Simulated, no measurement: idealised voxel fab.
voxel released beams: a process module
The cross-section on display is named cut; it measures 255 nm wide, and its cells are 5 nm squares.
Each cross-section below is a grid of square cells, stated as bands in top-down order, with one or more rows of cells making up each band. It is stipulated that each band's entry specify, in nanometres, the height of the top of the band and then that of its bottom, followed by the materials of the band in left-to-right sequence, each together with its width in nanometres. A single material marked by the word "all across" is understood to fill the band from edge to edge; the word "empty" is understood to denote empty space. Height 0 is the level under which the wafer as received is all one material. The lowest band goes on downwards, as in "0 -> down". Top row gets the first number, bottom row gets the second, and each row in between changes by the same step: that is how a band width like "30..40" works. Take "left unchanged" at face value: in the step it is given for, the cross-section changed in none of its cells. The entry "Enclosed void entries" lists the empty spaces that cover at least 8 cells and have no open path to the top. Each is written as width x height at distance, where the distance is measured from the left edge and all three values are in nm. On a step's line, text after the settings is the simulator commenting on that step. overlay nm: on a step with a mask, how far right of its planned place the mask lay; negative means left.

**The steps planned for the process are as follows**
| 1 | RECEIVE with material Si |
| 2 | CONFORMAL_DEP with material SiN, thk nm 5 |
| 3 | DIRECTIONAL_DEP with material SiO2, thk nm 20 |
| 4 | MASKED_ETCH with tone open, mask id ANCHOR, width nm 40, etch materials SiO2, depth nm 20, overlay nm 0 |
| 5 | CONFORMAL_DEP with material TiN, thk nm 15 |
| 6 | DIRECTIONAL_DEP with material aC, thk nm 10 |
| 7 | PATTERN with tone cover, mask id BEAM, material resist, width nm 85, thk nm 25, overlay nm 0 |
| 8 | DIRECTIONAL_ETCH with etch materials aC, depth nm 10 |
| 9 | STRIP with etch materials resist |
| 10 | DIRECTIONAL_ETCH with etch materials TiN, depth nm 5 |
| 11 | STRIP with etch materials aC |
| 12 | STRIP with etch materials SiO2 |
varied across the wafers: depth nm of step 10. The plan shows the first wafer's value. All wafers start alike

**First wafer of several, as received: cross-section after step 1**
	0 -> down  Si all across
	Enclosed void entries: none

**Below: a row per wafer. Contents at end of module: for every material, cells gained since receipt (+) or lost since receipt (-); then closed voids**
depth nm 5; +51 SiN; +172 SiO2; +143 TiN; Enclosed void entries: none
depth nm 10; +51 SiN; +172 SiO2; +109 TiN; Enclosed void entries: none
depth nm 15; +51 SiN; +75 TiN; Enclosed void entries: none
depth nm 20; +51 SiN; +75 TiN; Enclosed void entries: none
depth nm 25; +51 SiN; +75 TiN; Enclosed void entries: none
depth nm 30; +51 SiN; +75 TiN; Enclosed void entries: none
